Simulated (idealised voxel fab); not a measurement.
Process module name: voxel double patterning
Pictured: cross-section cut, 295 nm wide, on a grid of 5 nm square cells.
Throughout this document, each cross-section is represented as a grid of square cells and is presented as a sequence of bands enumerated from the top downward, where a band comprises one or more rows of cells. Each band's line starts with the height of the band's top and of its bottom, in nm. Then come its materials from left to right, each with its width in nm. One material with "full width" fills the band from edge to edge. "air" is empty space. It should be noted that heights are counted from 0, beneath which the wafer as supplied is of one material throughout, and that the lowest band possesses no lower boundary but continues downward, as written in "0 nm and below". With a width like "30 to 40", each row of cells in the band differs from the next by the same amount, the top row carrying the first number and the bottom row the second. No cell of the cross-section changed in a step that is given as "no modification". "Closed cavity list" enumerates empty spaces isolated from the top, with no open way to it, that contain at least 8 cells, giving each as width x height at distance from the left edge, all three in nm. Formally, on a step line, whatever follows the settings is a remark that the simulator itself makes on the step. You can add "overlay nm" to a step's line. For a step with a mask, it describes how far the mask lay to the right of its planned position, and a negative number describes a lay to the left.

THE PLANNED PROCESS STEPS ARE ENUMERATED HEREUNDER
1: RECEIVE (material Si)
2: CONFORMAL_DEP (material SiN; thk nm 10)
3: DIRECTIONAL_DEP (material SiO2; thk nm 20)
4: DIRECTIONAL_DEP (material SiCN; thk nm 10)
5: PATTERN (tone open; mask id FIRST; material resist; width nm 15; pitch nm 50; thk nm 15; overlay nm 0)
6: DIRECTIONAL_ETCH (etch materials SiCN; depth nm 10)
7: STRIP (etch materials resist)
8: DIRECTIONAL_DEP (material aC; thk nm 15)
9: PATTERN (tone open; mask id SECOND; material resist; width nm 15; thk nm 35; overlay nm 0)
10: DIRECTIONAL_ETCH (etch materials aC; depth nm 15)
11: STRIP (etch materials resist)
12: DIRECTIONAL_ETCH (etch materials SiCN; depth nm 10)
13: STRIP (etch materials aC)
14: DIRECTIONAL_ETCH (etch materials SiO2; depth nm 20)
15: STRIP (etch materials SiCN)

WAFER AT RECEIPT (POST STEP 1), CROSS-SECTION
* 0 nm and below | Si full width
* Closed cavity list: none

WAFER AT MODULE END, IN SECTION. BEGAN AS ABOVE, PLANNED AS ABOVE, RUN WITH ONE MISTAKE
* 20 nm to 0 nm | SiO2: 115, air: 15, SiO2: 10, air: 15, SiO2: 10, air: 15, SiO2: 115
* 0 nm and below | Si full width
* Closed cavity list: none
What was the processing mistake? heads up, step 2 of the plan was skipped and never actually ran
